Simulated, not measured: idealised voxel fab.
Proc. module: voxel transistor to metal
Cross-sectional view cut (width: 210 nm; square cell size: 5 nm).
We lay out every cross-section as a grid of square cells and spell it out in bands from the top down, where one band means one or more rows of cells.
It is stipulated that each band's entry specify, in nanometres, the height of the top of the band and then that of its bottom, followed by the materials of the band in left-to-right sequence, each together with its width in nanometres. A single material marked by the word "edge to edge" is understood to fill the band from edge to edge; the word "blank" is understood to denote empty space.
Heights are measured from 0, the level below which the as-received wafer is all one material; the lowest band has no bottom and continues downward, written as in "from 0 down".
Think of "30..40" as a width that walks from the first number to the second as you go down the band, top row to bottom row, taking equal-sized steps from row to row.
Reading "nothing got changed" for a step: not a cell of the cross-section changed in it.
Closed-off voids of 8+ cells (no open route to the top) go in "Sealed void listing", written width x height at distance from the left edge, in nm.
Past the settings on a step's line: simulator remark, on that step.
The "overlay nm" setting may appear on a step's line; for a step that uses a mask, it gives how far to the right of its planned position the mask lay, and a negative value indicates the left.

-- Listed below are the process steps as planned
1. RECEIVE, material Si
2. CONFORMAL_DEP, material SiO2, thk nm 5
3. CONFORMAL_DEP, material SiN, thk nm 10
4. DIRECTIONAL_DEP, material aC, thk nm 15
5. PATTERN, tone cover, mask id ACTIVE, material resist, width nm 105, thk nm 30, overlay nm 0
6. DIRECTIONAL_ETCH, etch materials aC, depth nm 15
7. STRIP, etch materials resist
8. DIRECTIONAL_ETCH, etch materials SiN, depth nm 10
9. DIRECTIONAL_ETCH, etch materials SiO2, depth nm 5
10. DIRECTIONAL_ETCH, etch materials Si, depth nm 35
11. STRIP, etch materials aC
12. OXIDIZE, depth nm 5
13. FILL_DEP, material SiO2, thk nm 5
14. CMP, height nm 15
15. SELECTIVE_ETCH, etch materials SiO2, depth nm 10
16. STRIP, etch materials SiN
17. SELECTIVE_ETCH, etch materials SiO2, depth nm 5
18. OXIDIZE, depth nm 5
19. DIRECTIONAL_DEP, material polySi, thk nm 30
20. DIRECTIONAL_DEP, material SiCN, thk nm 15
21. PATTERN, tone cover, mask id GATE, material resist, width nm 25, thk nm 20, overlay nm 0
22. DIRECTIONAL_ETCH, etch materials SiCN, depth nm 25
23. DIRECTIONAL_ETCH, etch materials polySi, depth nm 40
24. STRIP, etch materials resist
25. CONFORMAL_DEP, material SiN, thk nm 5
26. DIRECTIONAL_ETCH, etch materials SiN, depth nm 5
27. DIRECTIONAL_ETCH, etch materials SiO2, depth nm 5
28. EPI, material pSi, thk nm 5
29. FILL_DEP, material SiO2, thk nm 5
30. CMP, height nm 30
31. STRIP, etch materials polySi
32. SELECTIVE_ETCH, etch materials SiO2, depth nm 5
33. CONFORMAL_DEP, material HfO2, thk nm 5
34. CONFORMAL_DEP, material TiN, thk nm 5
35. FILL_DEP, material W, thk nm 10
36. CMP, height nm 25
37. DIRECTIONAL_DEP, material SiO2, thk nm 15
38. MASKED_ETCH, tone open, mask id CONTACT, width nm 15, pitch nm 70, etch materials SiO2, depth nm 40, overlay nm 0
39. CONFORMAL_DEP, material TiN, thk nm 5
40. FILL_DEP, material W, thk nm 10
41. CMP, height nm 40
42. DIRECTIONAL_DEP, material TiN, thk nm 5
43. DIRECTIONAL_DEP, material Ru, thk nm 20
44. MASKED_ETCH, tone cover, mask id METAL_1, width nm 15, pitch nm 70, etch materials Ru, depth nm 20, overlay nm 0
45. MASKED_ETCH, tone cover, mask id METAL_1, width nm 15, pitch nm 70, etch materials TiN, depth nm 5, overlay nm 0
46. FILL_DEP, material lowk, thk nm 5
47. CMP, height nm 65
48. CONFORMAL_DEP, material SiCN, thk nm 5

-- as received, after step 1
  from 0 down = Si edge to edge
  Sealed void listing: none

-- The cross-section shown corresponds to the wafer at the conclusion of the module. The initial structure and the process plan are those presented above; however, one mistake occurred in executing the plan
  from 70 to 65 = SiCN edge to edge
  from 65 to 45 = lowk 60 nm, Ru 15 nm, lowk 55 nm, Ru 15 nm, lowk 65 nm
  from 45 to 40 = lowk 60 nm, TiN 15 nm, lowk 55 nm, TiN 15 nm, lowk 65 nm
  from 40 to 25 = SiO2 60 nm, TiN 5 nm, W 5 nm, TiN 5 nm, SiO2 55 nm, TiN 5 nm, W 5 nm, TiN 5 nm, SiO2 65 nm
  from 25 to 5 = SiO2 60 nm, TiN 5 nm, W 5 nm, TiN 5 nm, SiO2 10 nm, SiN 5 nm, HfO2 5 nm, TiN 5 nm, W 5 nm, TiN 5 nm, HfO2 5 nm, SiN 5 nm, SiO2 10 nm, TiN 5 nm, W 5 nm, TiN 5 nm, SiO2 65 nm
  from 5 to 0 = SiO2 60 nm, TiN 15 nm, SiO2 10 nm, SiN 5 nm, HfO2 5 nm, TiN 15 nm, HfO2 5 nm, SiN 5 nm, SiO2 10 nm, TiN 15 nm, SiO2 65 nm
  from 0 to -5 = SiO2 45 nm, pSi 40 nm, HfO2 35 nm, pSi 40 nm, SiO2 50 nm
  from -5 to -40 = SiO2 50 nm, Si 105 nm, SiO2 55 nm
  from -40 down = Si edge to edge
  Sealed void listing: none
Here's what went sideways: rather than as planned, step 5 actually ran as PATTERN, tone cover, mask id ACTIVE, material resist, width nm 115, thk nm 30, overlay nm 0
